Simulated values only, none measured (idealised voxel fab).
process module | voxel tone inversion
cross-section cut | 255 nm wide | cells 5 nm
A cross-section is a grid of square cells, given in bands from the top down. A band is one or more rows of cells.
Each band's line starts with the height of the band's top and of its bottom, in nm. Then come its materials from left to right, each with its width in nm. One material with "throughout" fills the band from edge to edge. "air" is empty space.
Height 0 is the level under which the wafer as received is all one material. The lowest band goes on downwards, as in "0 down".
A width such as "30 to 40" changes by the same amount from each row of cells to the next, from the band's top row to its bottom row.
"no change" after a step means that no cell of the cross-section changed.
closed voids: empty space of 8 cells or more with no open way to the top, each as width x height at its distance from the left edge, in nm
after a step's settings: what the simulator itself notes on the step
overlay nm, on a step with a mask: how far to the right of its planned place the mask lay; to the left if negative
plan
1 op RECEIVE | material Si
2 op CONFORMAL_DEP | material SiCN | thk nm 5
3 op DIRECTIONAL_DEP | material polySi | thk nm 15
4 op PATTERN | tone cover | mask id POSTS | material resist | width nm 25 | pitch nm 45 | thk nm 20 | overlay nm 0
5 op DIRECTIONAL_ETCH | etch materials polySi | depth nm 15
6 op STRIP | etch materials resist
7 op FILL_DEP | material lowk | thk nm 5
8 op CMP | height nm 20
9 op STRIP | etch materials polySi
10 op CONFORMAL_DEP | material TiN | thk nm 5
11 op FILL_DEP | material Ru | thk nm 10
12 op CMP | height nm 20
13 op CONFORMAL_DEP | material SiCN | thk nm 5
as received, after step 1
  0 down: Si throughout
  closed voids: none
a wafer at the end: this start, this plan, one mistake
  25 to 20: SiCN throughout
  20 to 10: lowk 95 | TiN 5 | Ru 10 | TiN 5 | lowk 25 | TiN 5 | Ru 10 | TiN 5 | lowk 95
  10 to 5: lowk 95 | TiN 20 | lowk 25 | TiN 20 | lowk 95
  5 to 0: SiCN throughout
  0 down: Si throughout
  closed voids: none
what went wrong: step 4 ran as: op PATTERN | tone cover | mask id POSTS | material resist | width nm 20 | pitch nm 45 | thk nm 20 | overlay nm 0
